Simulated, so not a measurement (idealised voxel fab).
The name of this process module is voxel local oxidation.
For reference, the cross-section in this document is cut, with width 165 nm and square cells of 5 nm.
Format of a cross-section: grid, square cells. Given as bands. Order: top down. Band: one or more rows of cells. This entry defines a band. It first specifies the height of the band's top and the height of its bottom in nm, and then specifies the band's materials from left to right, stating each material with its width in nm. The word "everywhere" identifies a single material that fills the band from edge to edge, while the word "air" identifies empty space. Height datum 0, below which the as-received substrate wafer is one material. Lowest band open at the bottom, running downward: "0 -> down". The width entry "30->40" should be interpreted row by row: the top row of cells in the band takes the first number, the bottom row takes the second number, and the change between adjacent rows is uniform throughout. The cross-section has no changed cell in any step marked "nothing was modified". What "Unvented internal voids" gives you is every empty space of 8 cells or more that is cut off from the top. Each appears as width x height at distance, with the distance taken from the left edge and width, height and distance all in nm. What comes after the settings on a step's line is commentary from the simulator itself on that step. overlay nm: mask right of planned place by this much (step with mask). Neg. = left.

THE PLANNED PROCESS STEPS ARE ENUMERATED HEREUNDER
step 1: RECEIVE, material Si
step 2: OXIDIZE, depth nm 5
step 3: CONFORMAL_DEP, material SiN, thk nm 10
step 4: MASKED_ETCH, tone cover, mask id ACTIVE, width nm 110, etch materials SiN, depth nm 10, overlay nm 0
step 5: SELECTIVE_ETCH, etch materials SiO2, depth nm 5
step 6: OXIDIZE, depth nm 15
step 7: STRIP, etch materials SiN

CROSS-SECTION OF THE WAFER AS IT CAME TO US, I.E., ALREADY THROUGH STEP 1
* 0 -> down  Si everywhere
* Unvented internal voids: none

HERE'S THE CROSS-SECTION OF THE FIRST OF OUR TWO WAFERS AT THE END OF THE MODULE - IT RAN AS PLANNED
* 0 -> -5  30 air / 100 SiO2 / 35 air
* -5 -> -20  45 SiO2 / 70 Si / 50 SiO2
* -20 -> down  Si everywhere
* Unvented internal voids: none

NOW THE SECOND WAFER, CROSS-SECTIONED AT THE END OF THE MODULE. NOTHING DIFFERENT AT THE START, NOTHING DIFFERENT IN THE PLAN COMPARED WITH THE FIRST, JUST ONE MISTAKE WHEN IT WAS ACTUALLY RUN
* 0 -> -5  40 air / 80 SiO2 / 45 air
* -5 -> -20  55 SiO2 / 50 Si / 60 SiO2
* -20 -> down  Si everywhere
* Unvented internal voids: none
Run error: step 5, actual vs plan mismatch, actual run SELECTIVE_ETCH, etch materials SiO2, depth nm 15
Cell-count delta at end, second wafer over first, by material: Si: 12 fewer | SiO2: 8 more
